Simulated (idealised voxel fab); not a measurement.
Process module, titled voxel gate over fins
For reference, the cross-section in this document is cut, with width 190 nm and square cells of 5 nm.
A cross-section in this document is a grid of square cells, and it is written down as bands, the top band listed before the ones below it; a band is made up of one or more rows of cells. Basically the band line says how high the top is and how high the bottom is, in nm, and then what's in it from left to right, every material with its width in nm. Empty space shows up as "empty", and if a single material carries "edge to edge" it runs the full band edge to edge. Heights are expressed relative to 0, this being the level below which the as-received wafer comprises one material exclusively. The lowest band is unbounded in the downward direction and is denoted as in "0 down". You'd read "30->40" like this: the band's top row of cells is as wide as the first number, its bottom row is as wide as the second, and going down, every row changes width by the same amount as the row before did. Take "nothing got changed" at face value: in the step it is given for, the cross-section changed in none of its cells. The label "Closed-off voids" introduces a list of the empty spaces, 8 cells or larger, that have no open way up to the top; each entry in it reads width x height at distance, where the distance is taken from the left edge and all three are stated in nm. Where a step's line continues beyond its settings, the continuation is a remark by the simulator itself on that step. For masked steps, "overlay nm" on the step line gives how far right of plan the mask actually lay; a minus sign means it lay to the left.

THE PROCESS STEPS THAT WERE PLANNED ARE LISTED BELOW
1: RECEIVE, material Si
2: CONFORMAL_DEP, material SiN, thk nm 5
3: MASKED_ETCH, tone cover, mask id FINS, width nm 15, pitch nm 50, etch materials SiN, depth nm 5, overlay nm 0
4: MASKED_ETCH, tone cover, mask id FINS, width nm 15, pitch nm 50, etch materials Si, depth nm 30, overlay nm 0
5: FILL_DEP, material SiO2, thk nm 5
6: CMP, height nm 5
7: DIRECTIONAL_DEP, material aC, thk nm 15
8: PATTERN, tone open, mask id RAIL, material resist, width nm 15, thk nm 30, overlay nm 0
9: DIRECTIONAL_ETCH, etch materials aC, depth nm 15
10: STRIP, etch materials resist
11: DIRECTIONAL_ETCH, etch materials SiO2, depth nm 30
12: STRIP, etch materials aC
13: CONFORMAL_DEP, material TiN, thk nm 5
14: FILL_DEP, material W, thk nm 5
15: CMP, height nm 5
16: SELECTIVE_ETCH, etch materials W Ru TiN, depth nm 25
17: FILL_DEP, material SiO2, thk nm 5
18: CMP, height nm 5
19: SELECTIVE_ETCH, etch materials SiO2, depth nm 15
20: STRIP, etch materials SiN
21: CONFORMAL_DEP, material HfO2, thk nm 5
22: CONFORMAL_DEP, material TiN, thk nm 5
23: FILL_DEP, material W, thk nm 15
24: CMP, height nm 20
25: CONFORMAL_DEP, material SiCN, thk nm 5

AS RECEIVED (POST STEP 1): CROSS-SECTION
- 0 down | Si edge to edge
- Closed-off voids: none

CROSS-SECTION AT MODULE END, ONE RUN ERROR; START AND PLAN UNCHANGED FROM ABOVE
- 25 to 20 | SiCN edge to edge
- 20 to 10 | W edge to edge
- 10 to 5 | 25 of W  35 of TiN  15 of W  35 of TiN  15 of W  35 of TiN  30 of W
- 5 to 0 | 25 of W  5 of TiN  25 of HfO2  5 of TiN  15 of W  5 of TiN  25 of HfO2  5 of TiN  15 of W  5 of TiN  25 of HfO2  5 of TiN  30 of W
- 0 to -5 | 30 of TiN  5 of HfO2  15 of Si  5 of HfO2  25 of TiN  5 of HfO2  15 of Si  5 of HfO2  25 of TiN  5 of HfO2  15 of Si  5 of HfO2  35 of TiN
- -5 to -10 | 35 of HfO2  15 of Si  35 of HfO2  15 of Si  35 of HfO2  15 of Si  40 of HfO2
- -10 to -20 | 35 of SiO2  15 of Si  35 of SiO2  15 of Si  35 of SiO2  15 of Si  40 of SiO2
- -20 to -25 | 35 of SiO2  15 of Si  10 of SiO2  15 of TiN  10 of SiO2  15 of Si  35 of SiO2  15 of Si  40 of SiO2
- -25 to -60 | 35 of SiO2  15 of Si  35 of SiO2  15 of Si  35 of SiO2  15 of Si  40 of SiO2
- -60 down | Si edge to edge
- Closed-off voids: none
What was done differently from what was planned? regarding the plan, step 4 was run twice
